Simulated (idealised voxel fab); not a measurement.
The name of this process module is voxel double patterning.
In the cross-section labelled cut, the width is 160 nm and each square cell is 5 nm.
For the purposes of this document, a cross-section shall be understood as a grid of square cells, specified as bands listed in top-to-bottom order, each band consisting of one or more rows of cells.
Band entry format. Leading values: height of top, height of bottom, nm. Remainder: materials in left-to-right order, each with its width in nm. Special words: "all across" on a single material, which then fills the band edge to edge; "air", empty space.
For the purposes of this specification, 0 denotes the height below which the wafer in its as-received condition is composed wholly of one material, and the lowermost band, lacking a lower limit, extends downward without end, as expressed in "0 down".
A two-number width, for instance "30..40", indicates that the width is equal to the first number in the top row of the band and to the second number in the bottom row, and that it changes by a constant amount per row of cells.
Key: "nothing altered" - step with no changed cell in the cross-section.
"Sealed void list": empty spaces of 8 cells or more with no open way to the top, each given as width x height at distance, distance from the left edge, all in nm.
That trailing text on a step's line, after the settings, is the simulator's own remark on the step.
What "overlay nm" on a step's line means: if the step has a mask, that mask lay this far to the right of its planned place, or, when the value is negative, to the left.

## List of planned process steps
1,op RECEIVE | material Si
2,op CONFORMAL_DEP | material SiO2 | thk nm 10
3,op DIRECTIONAL_DEP | material polySi | thk nm 15
4,op DIRECTIONAL_DEP | material SiCN | thk nm 10
5,op MASKED_ETCH | tone open | mask id FIRST | width nm 15 | pitch nm 50 | etch materials SiCN | depth nm 10 | overlay nm 0
6,op DIRECTIONAL_DEP | material aC | thk nm 10
7,op PATTERN | tone open | mask id SECOND | material resist | width nm 15 | pitch nm 50 | thk nm 25 | overlay nm 0
8,op DIRECTIONAL_ETCH | etch materials aC | depth nm 10
9,op STRIP | etch materials resist
10,op DIRECTIONAL_ETCH | etch materials SiCN | depth nm 10
11,op STRIP | etch materials aC
12,op DIRECTIONAL_ETCH | etch materials polySi | depth nm 15
13,op STRIP | etch materials SiCN

## So this is the incoming wafer in cross-section - it's already been through step 1
	0 down: Si all across
	Sealed void list: none

## Result of the module, cross-sectioned: start per above, plan per above, one error in how it was run
	25 to 10: 20 nm air | 15 nm polySi | 35 nm air | 15 nm polySi | 35 nm air | 15 nm polySi | 25 nm air
	10 to 0: SiO2 all across
	0 down: Si all across
	Sealed void list: none
Run error: so step 5 ended up running with a different setting than we planned, it ran as op MASKED_ETCH | tone cover | mask id FIRST | width nm 15 | pitch nm 50 | etch materials SiCN | depth nm 10 | overlay nm 0
